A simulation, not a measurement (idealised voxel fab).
Documented hereafter: the process module known as voxel double patterning.
In the cross-section labelled cut, the width is 210 nm and each square cell is 5 nm.
Reading order for cross-sections: top band down to bottom band. Underlying form: a grid of square cells. Band size: one or more rows of cells. Top, bottom (nm), then materials left to right with widths (nm); lone material tagged "edge to edge" fills the whole band edge to edge; "air" = empty space. Heights are measured from 0, the level below which the as-received wafer is all one material; the lowest band has no bottom and continues downward, written as in "0 down". Read "30..40" as a graded width: first number on top, second number at the bottom, same change between each pair of neighbouring rows. Basically "no modifications" means that step didn't change any cell in the cross-section. Entry "Cavities, closed" = empty spaces >= 8 cells with no open way to the top; each as width x height at distance, distance from left edge, all nm. Where a step's line continues beyond its settings, the continuation is a remark by the simulator itself on that step. Each step line may optionally specify "overlay nm", which for a step with a mask gives the rightward distance between the mask's planned place and where it lay, a negative value indicating the leftward direction.

### The process steps that were planned are listed below
1 op RECEIVE | material Si
2 op CONFORMAL_DEP | material SiO2 | thk nm 10
3 op DIRECTIONAL_DEP | material polySi | thk nm 10
4 op DIRECTIONAL_DEP | material SiN | thk nm 10
5 op DIRECTIONAL_DEP | material aC | thk nm 10
6 op PATTERN | tone open | mask id FIRST | material resist | width nm 15 | pitch nm 50 | thk nm 25 | overlay nm 0
7 op DIRECTIONAL_ETCH | etch materials aC | depth nm 10
8 op STRIP | etch materials resist
9 op DIRECTIONAL_ETCH | etch materials SiN | depth nm 10
10 op STRIP | etch materials aC
11 op MASKED_ETCH | tone open | mask id SECOND | width nm 15 | pitch nm 50 | etch materials SiN | depth nm 10 | overlay nm 0
12 op DIRECTIONAL_ETCH | etch materials polySi | depth nm 10
13 op STRIP | etch materials SiN

### What follows covers the first of two wafers; it ran as planned

### Cross-section of the wafer as it came to us, i.e., already through step 1
> 0 down: Si edge to edge
> Cavities, closed: none

### You're looking at a cross-section of the wafer after step 2
> 10 to 0: SiO2 edge to edge
> All layers under 0 are left as they were.

### You're looking at a cross-section of the wafer after step 3
> 20 to 10: polySi edge to edge
> All layers under 10 are left as they were.

### You're looking at a cross-section of the wafer after step 4
> 30 to 20: SiN edge to edge
> All layers under 20 are left as they were.

### You're looking at a cross-section of the wafer after step 5
> 40 to 30: aC edge to edge
> All layers under 30 are left as they were.

### You're looking at a cross-section of the wafer after step 6
> 65 to 40: 45 nm resist, 15 nm air, 35 nm resist, 15 nm air, 35 nm resist, 15 nm air, 50 nm resist
> All layers under 40 are left as they were.

### You're looking at a cross-section of the wafer after step 7
> 55 to 40: 45 nm resist, 15 nm air, 35 nm resist, 15 nm air, 35 nm resist, 15 nm air, 50 nm resist
> 40 to 30: 45 nm aC, 15 nm air, 35 nm aC, 15 nm air, 35 nm aC, 15 nm air, 50 nm aC
> All layers under 30 are left as they were.

### You're looking at a cross-section of the wafer after step 8
> 40 to 30: 45 nm aC, 15 nm air, 35 nm aC, 15 nm air, 35 nm aC, 15 nm air, 50 nm aC
> All layers under 30 are left as they were.

### You're looking at a cross-section of the wafer after step 9
> 40 to 30: 45 nm aC, 15 nm air, 35 nm aC, 15 nm air, 35 nm aC, 15 nm air, 50 nm aC
> 30 to 20: 45 nm SiN, 15 nm air, 35 nm SiN, 15 nm air, 35 nm SiN, 15 nm air, 50 nm SiN
> All layers under 20 are left as they were.

### You're looking at a cross-section of the wafer after step 10
> 30 to 20: 45 nm SiN, 15 nm air, 35 nm SiN, 15 nm air, 35 nm SiN, 15 nm air, 50 nm SiN
> All layers under 20 are left as they were.

### You're looking at a cross-section of the wafer after step 11
> 30 to 20: 45 nm SiN, 15 nm air, 10 nm SiN, 15 nm air, 10 nm SiN, 15 nm air, 10 nm SiN, 15 nm air, 10 nm SiN, 15 nm air, 50 nm SiN
> All layers under 20 are left as they were.

### You're looking at a cross-section of the wafer after step 12
> 30 to 20: 45 nm SiN, 15 nm air, 10 nm SiN, 15 nm air, 10 nm SiN, 15 nm air, 10 nm SiN, 15 nm air, 10 nm SiN, 15 nm air, 50 nm SiN
> 20 to 10: 45 nm polySi, 15 nm air, 10 nm polySi, 15 nm air, 10 nm polySi, 15 nm air, 10 nm polySi, 15 nm air, 10 nm polySi, 15 nm air, 50 nm polySi
> All layers under 10 are left as they were.

### You're looking at a cross-section of the wafer after step 13
> 20 to 10: 45 nm polySi, 15 nm air, 10 nm polySi, 15 nm air, 10 nm polySi, 15 nm air, 10 nm polySi, 15 nm air, 10 nm polySi, 15 nm air, 50 nm polySi
> All layers under 10 are left as they were.

### Second wafer: same start and same plan as the first, one execution error; identical to the first through step 1

Cross-section of the second wafer corresponding to the planned conclusion of step 2: no modifications

### Cross-section of the second wafer corresponding to the planned conclusion of step 3
> 10 to 0: polySi edge to edge
> All layers under 0 are left as they were.

### Cross-section of the second wafer corresponding to the planned conclusion of step 4
> 20 to 10: SiN edge to edge
> All layers under 10 are left as they were.

### Cross-section of the second wafer corresponding to the planned conclusion of step 5
> 30 to 20: aC edge to edge
> All layers under 20 are left as they were.

### Cross-section of the second wafer corresponding to the planned conclusion of step 6
> 55 to 30: 45 nm resist, 15 nm air, 35 nm resist, 15 nm air, 35 nm resist, 15 nm air, 50 nm resist
> All layers under 30 are left as they were.

### Cross-section of the second wafer corresponding to the planned conclusion of step 7
> 45 to 30: 45 nm resist, 15 nm air, 35 nm resist, 15 nm air, 35 nm resist, 15 nm air, 50 nm resist
> 30 to 20: 45 nm aC, 15 nm air, 35 nm aC, 15 nm air, 35 nm aC, 15 nm air, 50 nm aC
> All layers under 20 are left as they were.

### Cross-section of the second wafer corresponding to the planned conclusion of step 8
> 30 to 20: 45 nm aC, 15 nm air, 35 nm aC, 15 nm air, 35 nm aC, 15 nm air, 50 nm aC
> All layers under 20 are left as they were.

### Cross-section of the second wafer corresponding to the planned conclusion of step 9
> 30 to 20: 45 nm aC, 15 nm air, 35 nm aC, 15 nm air, 35 nm aC, 15 nm air, 50 nm aC
> 20 to 10: 45 nm SiN, 15 nm air, 35 nm SiN, 15 nm air, 35 nm SiN, 15 nm air, 50 nm SiN
> All layers under 10 are left as they were.

### Cross-section of the second wafer corresponding to the planned conclusion of step 10
> 20 to 10: 45 nm SiN, 15 nm air, 35 nm SiN, 15 nm air, 35 nm SiN, 15 nm air, 50 nm SiN
> All layers under 10 are left as they were.

### Cross-section of the second wafer corresponding to the planned conclusion of step 11
> 20 to 10: 45 nm SiN, 15 nm air, 10 nm SiN, 15 nm air, 10 nm SiN, 15 nm air, 10 nm SiN, 15 nm air, 10 nm SiN, 15 nm air, 50 nm SiN
> All layers under 10 are left as they were.

### Cross-section of the second wafer corresponding to the planned conclusion of step 12
> 20 to 10: 45 nm SiN, 15 nm air, 10 nm SiN, 15 nm air, 10 nm SiN, 15 nm air, 10 nm SiN, 15 nm air, 10 nm SiN, 15 nm air, 50 nm SiN
> 10 to 0: 45 nm polySi, 15 nm air, 10 nm polySi, 15 nm air, 10 nm polySi, 15 nm air, 10 nm polySi, 15 nm air, 10 nm polySi, 15 nm air, 50 nm polySi
> All layers under 0 are left as they were.

### Cross-section of the second wafer corresponding to the planned conclusion of step 13
> 10 to 0: 45 nm polySi, 15 nm air, 10 nm polySi, 15 nm air, 10 nm polySi, 15 nm air, 10 nm polySi, 15 nm air, 10 nm polySi, 15 nm air, 50 nm polySi
> All layers under 0 are left as they were.
Here's what went sideways: with respect to the plan, step 2 was omitted and not executed
Looking at both finished wafers in cells, the second ends up ahead of or behind the first on some materials: SiO2 -84
